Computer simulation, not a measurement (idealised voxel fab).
process module | voxel double patterning
cross-section cut | 170 nm wide | cells 5 nm
A cross-section is a grid of square cells, given in bands from the top down. A band is one or more rows of cells.
Each band's line starts with the height of the band's top and of its bottom, in nm. Then come its materials from left to right, each with its width in nm. One material with "throughout" fills the band from edge to edge. "air" is empty space.
Height 0 is the level under which the wafer as received is all one material. The lowest band goes on downwards, as in "0 down".
A width such as "30 to 40" changes by the same amount from each row of cells to the next, from the band's top row to its bottom row.
"no change" after a step means that no cell of the cross-section changed.
closed voids: empty space of 8 cells or more with no open way to the top, each as width x height at its distance from the left edge, in nm
after a step's settings: what the simulator itself notes on the step
overlay nm, on a step with a mask: how far to the right of its planned place the mask lay; to the left if negative
plan
1 op RECEIVE | material Si
2 op CONFORMAL_DEP | material SiO2 | thk nm 5
3 op DIRECTIONAL_DEP | material TiN | thk nm 20
4 op DIRECTIONAL_DEP | material SiN | thk nm 10
5 op MASKED_ETCH | tone open | mask id FIRST | width nm 15 | pitch nm 50 | etch materials SiN | depth nm 10 | overlay nm 0
6 op DIRECTIONAL_DEP | material aC | thk nm 10
7 op PATTERN | tone open | mask id SECOND | material resist | width nm 15 | thk nm 30 | overlay nm 0
8 op DIRECTIONAL_ETCH | etch materials aC | depth nm 10
9 op STRIP | etch materials resist
10 op DIRECTIONAL_ETCH | etch materials SiN | depth nm 10
11 op STRIP | etch materials aC
12 op DIRECTIONAL_ETCH | etch materials TiN | depth nm 20
13 op STRIP | etch materials SiN
as received, after step 1
  0 down: Si throughout
  closed voids: none
first wafer at the end, as planned
  25 to 5: TiN 50 | air 15 | TiN 10 | air 15 | TiN 10 | air 15 | TiN 55
  5 to 0: SiO2 throughout
  0 down: Si throughout
  closed voids: none
second wafer at the end: like start, like plan, one mistake
  25 to 5: TiN 50 | air 15 | TiN 20 | air 30 | TiN 55
  5 to 0: SiO2 throughout
  0 down: Si throughout
  closed voids: none
what went wrong: step 7 ran as: op PATTERN | tone open | mask id SECOND | material resist | width nm 15 | thk nm 30 | overlay nm 10
at the end the second wafer has, in cells: as many of each material as the first, in other places
